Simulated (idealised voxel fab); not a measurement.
Title: Process Module voxel released beams
In the cross-section labelled cut, the width is 240 nm and each square cell is 5 nm.
The cross-sections in this document take the form of a grid made of square cells. They are written out as bands, in order from top to bottom. Each band consists of one or more rows of cells. Heads up on the band format: heights come first, top then bottom, in nm. After that it's the materials left to right, each with its width in nm. A single material flagged "everywhere" fills the whole band edge to edge, and "blank" means there's empty space there. It should be noted that heights are counted from 0, beneath which the wafer as supplied is of one material throughout, and that the lowest band possesses no lower boundary but continues downward, as written in "0 -> down". Width "30 to 40": first value at the band's top row of cells, second value at its bottom row, equal change from row to row. You'll sometimes find "everything unchanged" written for a step, and that's the way of saying that nowhere in the cross-section did a cell change during that step. Closed empty spaces (no open way to the top) of 8 cells or more are what "Closed void listing" lists, each as width x height at distance from the left edge, nm for all three. Note: text after step settings on the step line = simulator remark on that step. The setting "overlay nm" may be written on the line of a step. When the step uses a mask, the value reports how far to the right of the planned place the mask lay, and a negative value reports that it lay to the left.

[Below is the list of planned process steps]
step 1: RECEIVE with material Si
step 2: CONFORMAL_DEP with material SiN, thk nm 5
step 3: DIRECTIONAL_DEP with material SiO2, thk nm 20
step 4: DIRECTIONAL_DEP with material aC, thk nm 10
step 5: PATTERN with tone open, mask id ANCHOR, material resist, width nm 40, thk nm 25, overlay nm 0
step 6: DIRECTIONAL_ETCH with etch materials aC, depth nm 10
step 7: STRIP with etch materials resist
step 8: DIRECTIONAL_ETCH with etch materials SiO2, depth nm 20
step 9: STRIP with etch materials aC
step 10: CONFORMAL_DEP with material polySi, thk nm 15
step 11: DIRECTIONAL_DEP with material aC, thk nm 10
step 12: PATTERN with tone cover, mask id BEAM, material resist, width nm 90, thk nm 30, overlay nm 0
step 13: DIRECTIONAL_ETCH with etch materials aC, depth nm 10
step 14: STRIP with etch materials resist
step 15: DIRECTIONAL_ETCH with etch materials polySi, depth nm 15
step 16: STRIP with etch materials aC
step 17: STRIP with etch materials SiO2

[Cross-section of the incoming wafer, state after step 1]
  0 -> down  Si everywhere
  Closed void listing: none

[Starting structure and process plan are as shown above, but one mistake was made in running the module; the wafer cross-section at the end of the module follows]
  55 -> 40  70 nm blank / 90 nm polySi / 80 nm blank
  40 -> 25  polySi everywhere
  25 -> 5  75 nm SiO2 / 40 nm polySi / 125 nm SiO2
  5 -> 0  SiN everywhere
  0 -> down  Si everywhere
  Closed void listing: none
It is concluded that the wafer was processed incorrectly with respect to the plan, in that step 10 of the plan saw execution twice
